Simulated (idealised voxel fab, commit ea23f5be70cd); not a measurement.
The following process module bears the name voxel air gaps.
Each square cell in cross-section cut measures 5 nm, and the section as a whole is 250 nm wide.
Format of a cross-section: grid, square cells. Given as bands. Order: top down. Band: one or more rows of cells. Each band's line starts with the height of the band's top and of its bottom, in nm. Then come its materials from left to right, each with its width in nm. One material with "throughout" fills the band from edge to edge. "empty" is empty space. Below 0: as-received wafer, all one material; heights counted from there. Lowest band: no bottom, goes on down, written "0 -> down". Graded width ("30..40"): value in top row of band = first number; value in bottom row = second number; row-to-row change constant. When a step is marked "nothing different", none of the cells in the cross-section changed during that step. Each empty space that has no open way to the top and spans at least 8 cells appears under "Sealed void listing" as width x height at distance, the distance counted from the left edge, all in nm. after a step's settings: what the simulator itself notes on the step. overlay nm: how far to the right of its planned place the mask lay on this masked step (negative: to the left).

Steps planned for the process
| 1 | RECEIVE,material Si |
| 2 | CONFORMAL_DEP,material SiO2,thk nm 15 |
| 3 | CONFORMAL_DEP,material SiCN,thk nm 5 |
| 4 | DIRECTIONAL_DEP,material SiO2,thk nm 30 |
| 5 | MASKED_ETCH,tone open,mask id LINES,width nm 20,pitch nm 50,etch materials SiO2,depth nm 30,overlay nm 0 |
| 6 | CONFORMAL_DEP,material TiN,thk nm 5 |
| 7 | FILL_DEP,material W,thk nm 10 |
| 8 | CMP,height nm 50 |
| 9 | EPI,material Ru,thk nm 10 |
| 10 | SELECTIVE_ETCH,etch materials SiO2,depth nm 40 |
| 11 | CONFORMAL_DEP,material SiCN,thk nm 5 |

Cross-section, incoming material, after step 1
	0 -> down: Si throughout
	Sealed void listing: none

first wafer at the end, as planned
	65 -> 60: 25 nm empty, 200 nm SiCN, 25 nm empty
	60 -> 50: 25 nm empty, 5 nm SiCN, 40 nm Ru, 10 nm SiCN, 40 nm Ru, 10 nm SiCN, 40 nm Ru, 10 nm SiCN, 40 nm Ru, 5 nm SiCN, 25 nm empty
	50 -> 45: 25 nm empty, 15 nm SiCN, 5 nm TiN, 10 nm W, 5 nm TiN, 30 nm SiCN, 5 nm TiN, 10 nm W, 5 nm TiN, 30 nm SiCN, 5 nm TiN, 10 nm W, 5 nm TiN, 30 nm SiCN, 5 nm TiN, 10 nm W, 5 nm TiN, 15 nm SiCN, 25 nm empty
	45 -> 25: 35 nm empty, 5 nm SiCN, 5 nm TiN, 10 nm W, 5 nm TiN, 5 nm SiCN, 20 nm empty, 5 nm SiCN, 5 nm TiN, 10 nm W, 5 nm TiN, 5 nm SiCN, 20 nm empty, 5 nm SiCN, 5 nm TiN, 10 nm W, 5 nm TiN, 5 nm SiCN, 20 nm empty, 5 nm SiCN, 5 nm TiN, 10 nm W, 5 nm TiN, 5 nm SiCN, 35 nm empty
	25 -> 20: 40 nm SiCN, 20 nm TiN, 30 nm SiCN, 20 nm TiN, 30 nm SiCN, 20 nm TiN, 30 nm SiCN, 20 nm TiN, 40 nm SiCN
	20 -> 15: SiCN throughout
	15 -> 0: SiO2 throughout
	0 -> down: Si throughout
	Sealed void listing: 20 x 20 at 65; 20 x 20 at 115; 20 x 20 at 165

Wafer two cross-section, module end. Start and plan unchanged from wafer one; one mistake made during the run
	60 -> 55: 25 nm empty, 200 nm SiCN, 25 nm empty
	55 -> 45: 25 nm empty, 5 nm SiCN, 40 nm Ru, 10 nm SiCN, 40 nm Ru, 10 nm SiCN, 40 nm Ru, 10 nm SiCN, 40 nm Ru, 5 nm SiCN, 25 nm empty
	45 -> 40: 25 nm empty, 15 nm SiCN, 5 nm TiN, 10 nm W, 5 nm TiN, 30 nm SiCN, 5 nm TiN, 10 nm W, 5 nm TiN, 30 nm SiCN, 5 nm TiN, 10 nm W, 5 nm TiN, 30 nm SiCN, 5 nm TiN, 10 nm W, 5 nm TiN, 15 nm SiCN, 25 nm empty
	40 -> 25: 35 nm empty, 5 nm SiCN, 5 nm TiN, 10 nm W, 5 nm TiN, 5 nm SiCN, 20 nm empty, 5 nm SiCN, 5 nm TiN, 10 nm W, 5 nm TiN, 5 nm SiCN, 20 nm empty, 5 nm SiCN, 5 nm TiN, 10 nm W, 5 nm TiN, 5 nm SiCN, 20 nm empty, 5 nm SiCN, 5 nm TiN, 10 nm W, 5 nm TiN, 5 nm SiCN, 35 nm empty
	25 -> 20: 40 nm SiCN, 20 nm TiN, 30 nm SiCN, 20 nm TiN, 30 nm SiCN, 20 nm TiN, 30 nm SiCN, 20 nm TiN, 40 nm SiCN
	20 -> 15: SiCN throughout
	15 -> 0: SiO2 throughout
	0 -> down: Si throughout
	Sealed void listing: 20 x 15 at 65; 20 x 15 at 115; 20 x 15 at 165
Deviation noted in wafer processing: step 8 was run on a setting that differed from the plan, and what really ran there is CMP,height nm 45
The closing comparison, in cells, has the second wafer with more or fewer of some materials than the first: -8 SiCN, -8 TiN, -8 W
